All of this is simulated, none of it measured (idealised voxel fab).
process module | voxel self aligned contacts
cross-section cut | 230 nm wide | cells 5 nm
A cross-section is a grid of square cells, given in bands from the top down. A band is one or more rows of cells.
Each band's line starts with the height of the band's top and of its bottom, in nm. Then come its materials from left to right, each with its width in nm. One material with "throughout" fills the band from edge to edge. "air" is empty space.
Height 0 is the level under which the wafer as received is all one material. The lowest band goes on downwards, as in "0 down".
A width such as "30 to 40" changes by the same amount from each row of cells to the next, from the band's top row to its bottom row.
"no change" after a step means that no cell of the cross-section changed.
closed voids: empty space of 8 cells or more with no open way to the top, each as width x height at its distance from the left edge, in nm
after a step's settings: what the simulator itself notes on the step
overlay nm, on a step with a mask: how far to the right of its planned place the mask lay; to the left if negative
plan
1 op RECEIVE | material Si
2 op OXIDIZE | depth nm 5
3 op DIRECTIONAL_DEP | material polySi | thk nm 30
4 op DIRECTIONAL_DEP | material SiN | thk nm 20
5 op MASKED_ETCH | tone cover | mask id GATE | width nm 25 | pitch nm 55 | etch materials SiN | depth nm 20 | overlay nm 0
6 op MASKED_ETCH | tone cover | mask id GATE | width nm 25 | pitch nm 55 | etch materials polySi | depth nm 30 | overlay nm 0
7 op CONFORMAL_DEP | material SiN | thk nm 5
8 op DIRECTIONAL_ETCH | etch materials SiN | depth nm 5
9 op FILL_DEP | material SiO2 | thk nm 15
10 op CMP | height nm 60
11 op PATTERN | tone open | mask id CONTACT | material resist | width nm 40 | thk nm 15 | overlay nm 0
12 op DIRECTIONAL_ETCH | etch materials SiO2 | depth nm 65
13 op STRIP | etch materials resist
14 op CONFORMAL_DEP | material TiN | thk nm 5
15 op FILL_DEP | material Ru | thk nm 10
16 op CMP | height nm 60
17 op CONFORMAL_DEP | material SiCN | thk nm 5
as received, after step 1
  0 down: Si throughout
  closed voids: none
a wafer at the end: this start, this plan, one mistake
  65 to 60: SiCN throughout
  60 to 55: SiO2 95 | TiN 5 | Ru 30 | TiN 5 | SiO2 95
  55 to 50: SiO2 95 | TiN 40 | SiO2 95
  50 to 30: SiN 80 | SiO2 15 | SiN 40 | SiO2 15 | SiN 80
  30 to 0: polySi throughout
  0 to -5: SiO2 throughout
  -5 down: Si throughout
  closed voids: none
what went wrong: step 5 ran as: op MASKED_ETCH | tone open | mask id GATE | width nm 25 | pitch nm 55 | etch materials SiN | depth nm 20 | overlay nm 0
